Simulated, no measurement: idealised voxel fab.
process module | voxel transistor to metal
cross-section cut | 170 nm wide | cells 5 nm
A cross-section is a grid of square cells, given in bands from the top down. A band is one or more rows of cells.
Each band's line starts with the height of the band's top and of its bottom, in nm. Then come its materials from left to right, each with its width in nm. One material with "throughout" fills the band from edge to edge. "air" is empty space.
Height 0 is the level under which the wafer as received is all one material. The lowest band goes on downwards, as in "0 down".
A width such as "30 to 40" changes by the same amount from each row of cells to the next, from the band's top row to its bottom row.
"no change" after a step means that no cell of the cross-section changed.
closed voids: empty space of 8 cells or more with no open way to the top, each as width x height at its distance from the left edge, in nm
after a step's settings: what the simulator itself notes on the step
overlay nm, on a step with a mask: how far to the right of its planned place the mask lay; to the left if negative
plan
1 op RECEIVE | material Si
2 op CONFORMAL_DEP | material SiO2 | thk nm 5
3 op CONFORMAL_DEP | material SiN | thk nm 15
4 op PATTERN | tone cover | mask id ACTIVE | material resist | width nm 85 | thk nm 20 | overlay nm 0
5 op DIRECTIONAL_ETCH | etch materials SiN | depth nm 15
6 op DIRECTIONAL_ETCH | etch materials SiO2 | depth nm 5
7 op DIRECTIONAL_ETCH | etch materials Si | depth nm 25
8 op STRIP | etch materials resist
9 op OXIDIZE | depth nm 5
10 op FILL_DEP | material SiO2 | thk nm 5
11 op CMP | height nm 20
12 op SELECTIVE_ETCH | etch materials SiO2 | depth nm 5
13 op STRIP | etch materials SiN
14 op SELECTIVE_ETCH | etch materials SiO2 | depth nm 5
15 op OXIDIZE | depth nm 5
16 op DIRECTIONAL_DEP | material polySi | thk nm 25
17 op DIRECTIONAL_DEP | material SiCN | thk nm 15
18 op PATTERN | tone cover | mask id GATE | material resist | width nm 15 | thk nm 20 | overlay nm 0
19 op DIRECTIONAL_ETCH | etch materials SiCN | depth nm 25
20 op DIRECTIONAL_ETCH | etch materials polySi | depth nm 35
21 op STRIP | etch materials resist
22 op CONFORMAL_DEP | material SiN | thk nm 10
23 op DIRECTIONAL_ETCH | etch materials SiN | depth nm 10
24 op DIRECTIONAL_ETCH | etch materials SiO2 | depth nm 5
25 op DIRECTIONAL_ETCH | etch materials Si | depth nm 15
26 op EPI | material nSi | thk nm 15
27 op FILL_DEP | material SiO2 | thk nm 5
28 op CMP | height nm 40
29 op DIRECTIONAL_DEP | material SiO2 | thk nm 15
30 op MASKED_ETCH | tone open | mask id CONTACT | width nm 15 | pitch nm 60 | etch materials SiO2 | depth nm 60 | overlay nm 0
31 op CONFORMAL_DEP | material TiN | thk nm 5
32 op FILL_DEP | material Ru | thk nm 5
33 op CMP | height nm 55
34 op DIRECTIONAL_DEP | material TiN | thk nm 5
35 op DIRECTIONAL_DEP | material Ru | thk nm 15
36 op MASKED_ETCH | tone cover | mask id METAL_1 | width nm 15 | pitch nm 60 | etch materials Ru | depth nm 15 | overlay nm 0
37 op MASKED_ETCH | tone cover | mask id METAL_1 | width nm 15 | pitch nm 60 | etch materials TiN | depth nm 5 | overlay nm 0
38 op FILL_DEP | material lowk | thk nm 10
39 op CMP | height nm 75
40 op CONFORMAL_DEP | material SiCN | thk nm 5
41 op DIRECTIONAL_DEP | material SiO2 | thk nm 25
42 op PATTERN | tone open | mask id METAL_2 | material resist | width nm 15 | pitch nm 60 | thk nm 15 | overlay nm 0
43 op DIRECTIONAL_ETCH | etch materials SiO2 | depth nm 15
44 op STRIP | etch materials resist
45 op DIRECTIONAL_DEP | material aC | thk nm 15
46 op PATTERN | tone open | mask id METAL_2_HOLES | material resist | width nm 15 | pitch nm 60 | thk nm 35 | overlay nm 0
47 op DIRECTIONAL_ETCH | etch materials aC | depth nm 15
48 op STRIP | etch materials resist
49 op DIRECTIONAL_ETCH | etch materials SiO2 | depth nm 10
50 op DIRECTIONAL_ETCH | etch materials SiCN | depth nm 5
51 op STRIP | etch materials aC
52 op CONFORMAL_DEP | material TiN | thk nm 5
53 op FILL_DEP | material Ru | thk nm 5
54 op CMP | height nm 105
55 op CONFORMAL_DEP | material SiCN | thk nm 5
as received, after step 1
  0 down: Si throughout
  closed voids: none
first wafer at the end, as planned
  110 to 105: SiCN throughout
  105 to 80: SiO2 45 | TiN 5 | Ru 5 | TiN 5 | SiO2 45 | TiN 5 | Ru 5 | TiN 5 | SiO2 50
  80 to 75: SiCN 45 | TiN 15 | SiCN 45 | TiN 15 | SiCN 50
  75 to 60: lowk 45 | Ru 15 | lowk 45 | Ru 15 | lowk 50
  60 to 55: lowk 45 | TiN 15 | lowk 45 | TiN 15 | lowk 50
  55 to 40: SiO2 45 | TiN 5 | Ru 5 | TiN 5 | SiO2 45 | TiN 5 | Ru 5 | TiN 5 | SiO2 50
  40 to 25: SiO2 45 | TiN 5 | Ru 5 | TiN 5 | SiO2 5 | SiN 10 | SiCN 15 | SiN 10 | SiO2 5 | TiN 5 | Ru 5 | TiN 5 | SiO2 50
  25 to 15: SiO2 45 | TiN 5 | Ru 5 | TiN 5 | SiO2 5 | SiN 10 | polySi 15 | SiN 10 | SiO2 5 | TiN 5 | Ru 5 | TiN 5 | SiO2 50
  15 to 10: SiO2 45 | TiN 15 | SiO2 5 | SiN 10 | polySi 15 | SiN 10 | SiO2 5 | TiN 15 | SiO2 50
  10 to 0: SiO2 35 | SiN 10 | TiN 5 | nSi 15 | SiN 10 | polySi 15 | SiN 10 | nSi 15 | TiN 5 | SiN 10 | SiO2 40
  0 to -5: SiO2 45 | TiN 5 | nSi 15 | SiO2 35 | nSi 15 | TiN 5 | SiO2 50
  -5 to -20: SiO2 45 | nSi 20 | Si 35 | nSi 20 | SiO2 50
  -20 to -30: SiO2 45 | Si 75 | SiO2 50
  -30 down: Si throughout
  closed voids: none
second wafer at the end: like start, like plan, one mistake
  110 to 105: SiCN throughout
  105 to 95: SiO2 40 | TiN 5 | Ru 10 to 5 | TiN 5 to 10 | SiO2 40 | TiN 5 | Ru 10 to 5 | TiN 5 to 10 | SiO2 50
  95 to 90: SiO2 40 | TiN 15 | SiO2 45 | TiN 15 | SiO2 55
  90 to 80: SiO2 45 | TiN 10 | SiO2 50 | TiN 10 | SiO2 55
  80 to 75: SiCN 45 | TiN 10 | SiCN 50 | TiN 10 | SiCN 55
  75 to 60: lowk 45 | Ru 15 | lowk 45 | Ru 15 | lowk 50
  60 to 55: lowk 45 | TiN 15 | lowk 45 | TiN 15 | lowk 50
  55 to 40: SiO2 45 | TiN 5 | Ru 5 | TiN 5 | SiO2 45 | TiN 5 | Ru 5 | TiN 5 | SiO2 50
  40 to 25: SiO2 45 | TiN 5 | Ru 5 | TiN 5 | SiO2 5 | SiN 10 | SiCN 15 | SiN 10 | SiO2 5 | TiN 5 | Ru 5 | TiN 5 | SiO2 50
  25 to 15: SiO2 45 | TiN 5 | Ru 5 | TiN 5 | SiO2 5 | SiN 10 | polySi 15 | SiN 10 | SiO2 5 | TiN 5 | Ru 5 | TiN 5 | SiO2 50
  15 to 10: SiO2 45 | TiN 15 | SiO2 5 | SiN 10 | polySi 15 | SiN 10 | SiO2 5 | TiN 15 | SiO2 50
  10 to 0: SiO2 35 | SiN 10 | TiN 5 | nSi 15 | SiN 10 | polySi 15 | SiN 10 | nSi 15 | TiN 5 | SiN 10 | SiO2 40
  0 to -5: SiO2 45 | TiN 5 | nSi 15 | SiO2 35 | nSi 15 | TiN 5 | SiO2 50
  -5 to -20: SiO2 45 | nSi 20 | Si 35 | nSi 20 | SiO2 50
  -20 to -30: SiO2 45 | Si 75 | SiO2 50
  -30 down: Si throughout
  closed voids: none
what went wrong: step 42 ran as: op PATTERN | tone open | mask id METAL_2 | material resist | width nm 15 | pitch nm 60 | thk nm 15 | overlay nm -5
at the end the second wafer has, in cells: 4 fewer of Ru | 2 more of SiCN | 2 more of TiN
